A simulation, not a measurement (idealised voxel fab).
Process module under the name voxel ribs on slabs
Section cut is 155 nm wide and gridded with 5 nm square cells.
Bands, listed from the top down, are how a cross-section gets written in this document; the cross-section itself is a grid of square cells, and a band is one or more rows of them. Within each band entry, the heights of the top and of the bottom of the band appear first, in that order and in nm; the materials of the band then follow from left to right, each with its corresponding width in nm. The designation "everywhere" on a single material indicates that it fills the band from edge to edge; the designation "air" indicates empty space. All heights in this document are referenced to 0, defined as the level beneath which the wafer, as received, consists entirely of one material. The lowest band is not bounded below; it extends indefinitely downward and is written in the form "0..down". Read "30..40" as a graded width: first number on top, second number at the bottom, same change between each pair of neighbouring rows. Reading "no modification" for a step: not a cell of the cross-section changed in it. "Voids, fully enclosed" enumerates empty spaces isolated from the top, with no open way to it, that contain at least 8 cells, giving each as width x height at distance from the left edge, all three in nm. Heads up: the bit after the settings on a step's line is the simulator's remark on that step. The optional step-line setting "overlay nm" applies to steps with a mask and quantifies how far to the right of its planned location the mask lay, a negative value indicating leftward placement.
THE FOLLOWING LIST GIVES THE PLANNED PROCESS STEPS
1 op RECEIVE | material Si
2 op DIRECTIONAL_DEP | material SiO2 | thk nm 30
3 op DIRECTIONAL_DEP | material SiN | thk nm 25
4 op PATTERN | tone cover | mask id RIB | material resist | width nm 20 | thk nm 15 | overlay nm 0
5 op DIRECTIONAL_ETCH | etch materials SiN | depth nm 20
6 op STRIP | etch materials resist
7 op MASKED_ETCH | tone cover | mask id SLAB | width nm 50 | etch materials SiN | depth nm 5 | overlay nm 0
8 op FILL_DEP | material SiO2 | thk nm 20
9 op CMP | height nm 70
10 op DIRECTIONAL_DEP | material W | thk nm 10
11 op DIRECTIONAL_DEP | material aC | thk nm 15
12 op PATTERN | tone cover | mask id HEATER | material resist | width nm 30 | thk nm 30 | overlay nm 0
13 op DIRECTIONAL_ETCH | etch materials aC | depth nm 5
14 op STRIP | etch materials resist
15 op DIRECTIONAL_ETCH | etch materials W | depth nm 10
16 op STRIP | etch materials aC
17 op CONFORMAL_DEP | material SiN | thk nm 5
Don't read the plan's depth nm for step 13 as applying to every wafer: that's the first wafer's value, and the wafers differ in it, though they all start identical.
SO THIS IS THE FIRST OF SEVERAL WAFERS, CROSS-SECTIONED AS IT CAME TO US, MEANING IT'S AT THE END OF STEP 1
    0..down = Si everywhere
    Voids, fully enclosed: none
TAKE ANY ROW AND YOU HAVE A WAFER AT THE END OF THE MODULE: HOW MANY CELLS OF EACH MATERIAL IT HAS GAINED (+) OR LOST (-) SINCE IT WAS RECEIVED, AND THEN ITS CLOSED VOIDS
depth nm 5, +57 SiN, +408 SiO2, +62 W, Voids, fully enclosed: none
depth nm 10, +57 SiN, +408 SiO2, +62 W, Voids, fully enclosed: none
depth nm 15, +61 SiN, +408 SiO2, +12 W, Voids, fully enclosed: none
depth nm 20, +61 SiN, +408 SiO2, +12 W, Voids, fully enclosed: none
depth nm 25, +61 SiN, +408 SiO2, +12 W, Voids, fully enclosed: none
depth nm 30, +61 SiN, +408 SiO2, +12 W, Voids, fully enclosed: none
